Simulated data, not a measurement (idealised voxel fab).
voxel air gaps: a process module
Each square cell in cross-section cut measures 5 nm, and the section as a whole is 185 nm wide.
When this document writes out a cross-section, it uses a grid of square cells and lists it as bands, beginning at the top and moving down, with a band standing for one or more rows of cells. First you get the band's top height and its bottom height, in nm, and then the materials it's made of, left to right, with each width in nm. If you see a single material with "edge to edge", that one covers the band edge to edge. "blank" is empty space. Heads up on the height convention: 0 is the point under which the incoming wafer is all one material, and the lowest band has no bottom, it just keeps going down, like "0 nm and below". The notation "30 to 40" denotes a width that varies across the rows of cells in the band, beginning at the first number in the top row, finishing at the second number in the bottom row, and changing by an identical amount from each row to the next. Step marked "all unchanged"? Then no cell in the cross-section changed in it. In the "Fully sealed cavities" entry, you get each enclosed empty space of 8 cells or more, one with no open way to the top, written width x height at distance, distance from the left edge, in nm. What comes after the settings on a step's line is commentary from the simulator itself on that step. "overlay nm" answers the question of how far to the right of plan the mask lay on a step that has a mask, and when it is negative the answer is to the left.

Process steps foreseen in the plan
1. RECEIVE: material Si
2. CONFORMAL_DEP: material SiO2, thk nm 10
3. CONFORMAL_DEP: material SiN, thk nm 5
4. DIRECTIONAL_DEP: material lowk, thk nm 40
5. MASKED_ETCH: tone open, mask id LINES, width nm 20, pitch nm 50, etch materials lowk, depth nm 40, overlay nm 0
6. CONFORMAL_DEP: material TiN, thk nm 5
7. FILL_DEP: material Cu, thk nm 10
8. CMP: height nm 55
9. EPI: material Ru, thk nm 10
10. SELECTIVE_ETCH: etch materials lowk, depth nm 50
11. CONFORMAL_DEP: material SiCN, thk nm 5

Wafer as received: cross-section following step 1
* 0 nm and below: Si edge to edge
* Fully sealed cavities: none

A wafer at the end: this start, this plan, one mistake
* 70 nm to 65 nm: SiCN edge to edge
* 65 nm to 55 nm: Ru edge to edge
* 55 nm to 20 nm: Cu (25)  TiN (5)  lowk (20)  TiN (5)  Cu (20)  TiN (5)  lowk (20)  TiN (5)  Cu (20)  TiN (5)  lowk (20)  TiN (5)  Cu (30)
* 20 nm to 15 nm: TiN (30)  lowk (20)  TiN (30)  lowk (20)  TiN (30)  lowk (20)  TiN (35)
* 15 nm to 10 nm: SiN edge to edge
* 10 nm to 0 nm: SiO2 edge to edge
* 0 nm and below: Si edge to edge
* Fully sealed cavities: none
What was the processing mistake? step 5 ran as: MASKED_ETCH: tone cover, mask id LINES, width nm 20, pitch nm 50, etch materials lowk, depth nm 40, overlay nm 0
